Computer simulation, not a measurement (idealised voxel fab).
process module | voxel spacer lines
Cross-section cut: width 235 nm, square cells of 5 nm.
A cross-section in this document is a grid of square cells, and it is written down as bands, the top band listed before the ones below it; a band is made up of one or more rows of cells.
Band entry format. Leading values: height of top, height of bottom, nm. Remainder: materials in left-to-right order, each with its width in nm. Special words: "throughout" on a single material, which then fills the band edge to edge; "empty", empty space.
Heights are reckoned from 0. Under this level, the received wafer is all of one material. The bottommost band is open-ended downward, for example "0 and below".
With a width like "30 to 40", each row of cells in the band differs from the next by the same amount, the top row carrying the first number and the bottom row the second.
Key: "no alteration" - step with no changed cell in the cross-section.
The entry titled "Enclosed void list" provides the empty spaces that have no open way to the top, restricted to those of 8 cells or more. Each is presented as width x height at distance, the distance being measured from the left edge, with all three in nm.
Formally, on a step line, whatever follows the settings is a remark that the simulator itself makes on the step.
"overlay nm" on a masked step: distance the mask lay right of its planned place, negative for left.

-- Steps planned for the process
step 1: RECEIVE [material Si]
step 2: CONFORMAL_DEP [material Al2O3] [thk nm 5]
step 3: DIRECTIONAL_DEP [material W] [thk nm 20]
step 4: DIRECTIONAL_DEP [material polySi] [thk nm 30]
step 5: PATTERN [tone cover] [mask id MANDREL] [material resist] [width nm 20] [pitch nm 60] [thk nm 35] [overlay nm 0]
step 6: DIRECTIONAL_ETCH [etch materials polySi] [depth nm 30]
step 7: STRIP [etch materials resist]
step 8: CONFORMAL_DEP [material SiO2] [thk nm 5]
step 9: DIRECTIONAL_ETCH [etch materials SiO2] [depth nm 10]
step 10: STRIP [etch materials polySi]
step 11: DIRECTIONAL_ETCH [etch materials W] [depth nm 20]
step 12: STRIP [etch materials SiO2]
step 13: FILL_DEP [material SiO2] [thk nm 5]
step 14: CMP [height nm 25]
Split variable: thk nm, step 8. Plan value = first wafer. Wafers start alike.

-- Cross-section of the first incoming wafer of several, state after step 1
    0 and below  Si throughout
    Enclosed void list: none

-- Post step 14, the closing step of the module: first of several wafers, cross-sectioned
    25 down to 5  SiO2 70 nm, W 5 nm, SiO2 20 nm, W 5 nm, SiO2 30 nm, W 5 nm, SiO2 20 nm, W 5 nm, SiO2 75 nm
    5 down to 0  Al2O3 throughout
    0 and below  Si throughout
    Enclosed void list: none

-- Showing the last wafer in cross-section at the end of the module
    25 down to 5  W throughout
    5 down to 0  Al2O3 throughout
    0 and below  Si throughout
    Enclosed void list: none

-- For your reference, the table is organized with a row per wafer; each row reflects the wafer at the end of the module, indicating for each material the cells gained (+) or lost (-) since receipt, and thereafter its closed voids
thk nm 5 | +47 Al2O3 | +172 SiO2 | +16 W | Enclosed void list: none
thk nm 10 | +47 Al2O3 | +156 SiO2 | +32 W | Enclosed void list: none
thk nm 15 | +47 Al2O3 | +188 W | Enclosed void list: none
thk nm 20 | +47 Al2O3 | +188 W | Enclosed void list: none
thk nm 25 | +47 Al2O3 | +188 W | Enclosed void list: none
